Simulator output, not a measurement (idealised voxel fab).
The following is a process module called voxel self aligned contacts.
The figure presents cross-section cut, which has a width of 215 nm and is divided into square cells with an edge length of 5 nm.
Each cross-section below is a grid of square cells, stated as bands in top-down order, with one or more rows of cells making up each band. Top, bottom (nm), then materials left to right with widths (nm); lone material tagged "all across" fills the whole band edge to edge; "empty" = empty space. Counting heights begins at 0, where everything beneath is, in the wafer as received, one material. The lowest band has no bottom; it goes on downwards, as "from 0 down" shows. Read "30 to 40" as a graded width: first number on top, second number at the bottom, same change between each pair of neighbouring rows. Where a step carries "no alterations made", the cross-section came out of it unchanged, cell for cell. Each empty space that has no open way to the top and spans at least 8 cells appears under "Enclosed internal cavities" as width x height at distance, the distance counted from the left edge, all in nm. Text after the settings on a step's line: the simulator's own remark on that step. A step line may carry the setting "overlay nm", which, for steps involving a mask, states the distance by which the mask lay to the right of its intended position; negative values denote displacement to the left.

## The process steps that were planned are listed below
1 op RECEIVE | material Si
2 op OXIDIZE | depth nm 5
3 op DIRECTIONAL_DEP | material polySi | thk nm 25
4 op DIRECTIONAL_DEP | material SiN | thk nm 15
5 op PATTERN | tone cover | mask id GATE | material resist | width nm 35 | pitch nm 65 | thk nm 20 | overlay nm 0
6 op DIRECTIONAL_ETCH | etch materials SiN | depth nm 15
7 op DIRECTIONAL_ETCH | etch materials polySi | depth nm 25
8 op STRIP | etch materials resist
9 op CONFORMAL_DEP | material SiN | thk nm 5
10 op DIRECTIONAL_ETCH | etch materials SiN | depth nm 5
11 op FILL_DEP | material SiO2 | thk nm 15
12 op CMP | height nm 45
13 op MASKED_ETCH | tone open | mask id CONTACT | width nm 40 | etch materials SiO2 | depth nm 50 | overlay nm 0
14 op CONFORMAL_DEP | material TiN | thk nm 5
15 op FILL_DEP | material Ru | thk nm 10
16 op CMP | height nm 45
17 op CONFORMAL_DEP | material SiCN | thk nm 5

## As-received wafer cross-section (after step 1)
    from 0 down = Si all across
    Enclosed internal cavities: none

## First of two wafers at the end of the module, shown in cross-section; run carried out as planned
    from 50 to 45 = SiCN all across
    from 45 to 40 = SiO2 85 | TiN 15 | Ru 10 | TiN 15 | SiO2 90
    from 40 to 25 = SiO2 50 | SiN 45 | TiN 5 | Ru 10 | TiN 5 | SiN 45 | SiO2 55
    from 25 to 0 = SiO2 50 | SiN 5 | polySi 35 | SiN 5 | TiN 5 | Ru 10 | TiN 5 | SiN 5 | polySi 35 | SiN 5 | SiO2 55
    from 0 to -5 = SiO2 95 | TiN 20 | SiO2 100
    from -5 down = Si all across
    Enclosed internal cavities: none

## Wafer two, sectioned after the module: the first wafer's start, the first wafer's plan, and one mistake in how it was run
    from 50 to 45 = SiCN all across
    from 45 to 40 = SiO2 85 | TiN 15 | Ru 10 | TiN 15 | SiO2 90
    from 40 to 25 = SiO2 50 | SiN 45 | TiN 5 | Ru 10 | TiN 5 | SiN 45 | SiO2 55
    from 25 to 0 = SiO2 50 | SiN 5 | polySi 35 | SiN 5 | TiN 5 | Ru 10 | TiN 5 | SiN 5 | polySi 35 | SiN 5 | SiO2 55
    from 0 to -5 = SiO2 95 | TiN 20 | SiO2 100
    from -5 to -15 = SiO2 all across
    from -15 down = Si all across
    Enclosed internal cavities: none
What was the processing mistake? off-plan run, step 2, actual operation and settings op OXIDIZE | depth nm 15
Wafer comparison, final, in cells, second relative to first, materials more or fewer: -86 Si, +86 SiO2
